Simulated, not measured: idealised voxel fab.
You're looking at the process module voxel capacitor over wiring.
Shown is cross-section cut, with a width of 175 nm and square cells of size 5 nm.
Notation: cross-section as square-cell grid; stated in bands, top first, going down; one or more cell rows per band. The band entry comprises the height of the band's top followed by the height of its bottom, expressed in nm, and subsequently the band's materials from left to right, each stated together with its width in nm. Where a single material is marked with the word "throughout", that material fills the band from edge to edge. The word "blank" represents empty space. For the purposes of this specification, 0 denotes the height below which the wafer in its as-received condition is composed wholly of one material, and the lowermost band, lacking a lower limit, extends downward without end, as expressed in "top 0, no bottom". The two numbers in a width such as "30->40" mark its ends across the band: the first belongs to the top row of cells, the second to the bottom row, and from each row to the next the width moves by the same amount. A step reported as "everything unchanged" is a step in which no cell of the cross-section changed. "Enclosed void catalog": empty spaces of 8 cells or more with no open way to the top, each given as width x height at distance, distance from the left edge, all in nm. That trailing text on a step's line, after the settings, is the simulator's own remark on the step. What "overlay nm" on a step's line means: if the step has a mask, that mask lay this far to the right of its planned place, or, when the value is negative, to the left.

Steps in the process plan:
1. op RECEIVE | material Si
2. op CONFORMAL_DEP | material SiO2 | thk nm 10
3. op CONFORMAL_DEP | material SiN | thk nm 5
4. op DIRECTIONAL_DEP | material lowk | thk nm 25
5. op MASKED_ETCH | tone open | mask id METAL_1 | width nm 20 | pitch nm 75 | etch materials lowk | depth nm 25 | overlay nm -15
6. op MASKED_ETCH | tone open | mask id METAL_1 | width nm 20 | pitch nm 75 | etch materials SiN | depth nm 5 | overlay nm 0
7. op CONFORMAL_DEP | material TiN | thk nm 5
8. op FILL_DEP | material Cu | thk nm 10
9. op CMP | height nm 40
10. op EPI | material Ru | thk nm 5
11. op FILL_DEP | material SiCN | thk nm 5
12. op DIRECTIONAL_DEP | material lowk | thk nm 20
13. op PATTERN | tone open | mask id PLUG_1 | material resist | width nm 15 | thk nm 15 | overlay nm 0
14. op DIRECTIONAL_ETCH | etch materials lowk | depth nm 20
15. op DIRECTIONAL_ETCH | etch materials SiCN | depth nm 5
16. op STRIP | etch materials resist
17. op CONFORMAL_DEP | material TiN | thk nm 5
18. op FILL_DEP | material Cu | thk nm 10
19. op CMP | height nm 70
20. op DIRECTIONAL_DEP | material TiN | thk nm 10
21. op DIRECTIONAL_DEP | material SiN | thk nm 5
22. op DIRECTIONAL_DEP | material TiN | thk nm 10
23. op DIRECTIONAL_DEP | material aC | thk nm 15
24. op PATTERN | tone cover | mask id UPPER_PLATE | material resist | width nm 60 | thk nm 35 | overlay nm 0
25. op DIRECTIONAL_ETCH | etch materials aC | depth nm 15
26. op STRIP | etch materials resist
27. op DIRECTIONAL_ETCH | etch materials TiN | depth nm 10
28. op DIRECTIONAL_ETCH | etch materials SiN | depth nm 5
29. op STRIP | etch materials aC
30. op DIRECTIONAL_DEP | material aC | thk nm 15
31. op PATTERN | tone cover | mask id LOWER_PLATE | material resist | width nm 70 | thk nm 30 | overlay nm 0
32. op DIRECTIONAL_ETCH | etch materials aC | depth nm 15
33. op STRIP | etch materials resist
34. op DIRECTIONAL_ETCH | etch materials TiN | depth nm 10
35. op STRIP | etch materials aC
36. op FILL_DEP | material SiO2 | thk nm 15
37. op CMP | height nm 105
38. op MASKED_ETCH | tone open | mask id PLUG_2 | width nm 15 | etch materials SiO2 | depth nm 10 | overlay nm 0
39. op CONFORMAL_DEP | material TiN | thk nm 5
40. op FILL_DEP | material Ru | thk nm 5
41. op CMP | height nm 105
42. op CONFORMAL_DEP | material SiCN | thk nm 5
Across this set of wafers, the varied parameter is the overlay nm of step 5. Starting conditions are identical for every wafer, and the plan reports the value assigned to the first wafer.

Sectional view: first of several wafers, as received, after step 1:
top 0, no bottom | Si throughout
Enclosed void catalog: none

Tabulated below, wafer by wafer, are the end-of-module results: for each material, the number of cells gained (+) or lost (-) relative to the as-received state, followed by the closed voids:
overlay nm -15, +20 Cu, +13 Ru, +90 SiCN, +45 SiN, +245 SiO2, +94 TiN, +263 lowk, Enclosed void catalog: none
overlay nm -10, +20 Cu, +13 Ru, +90 SiCN, +43 SiN, +245 SiO2, +96 TiN, +263 lowk, Enclosed void catalog: none
overlay nm -5, +22 Cu, +13 Ru, +90 SiCN, +41 SiN, +245 SiO2, +96 TiN, +263 lowk, Enclosed void catalog: none
overlay nm 0, +24 Cu, +13 Ru, +90 SiCN, +39 SiN, +245 SiO2, +96 TiN, +263 lowk, Enclosed void catalog: none
overlay nm 5, +22 Cu, +13 Ru, +90 SiCN, +41 SiN, +245 SiO2, +96 TiN, +263 lowk, Enclosed void catalog: none
overlay nm 10, +20 Cu, +13 Ru, +90 SiCN, +43 SiN, +245 SiO2, +96 TiN, +263 lowk, Enclosed void catalog: none
overlay nm 15, +20 Cu, +13 Ru, +90 SiCN, +45 SiN, +245 SiO2, +94 TiN, +263 lowk, Enclosed void catalog: none
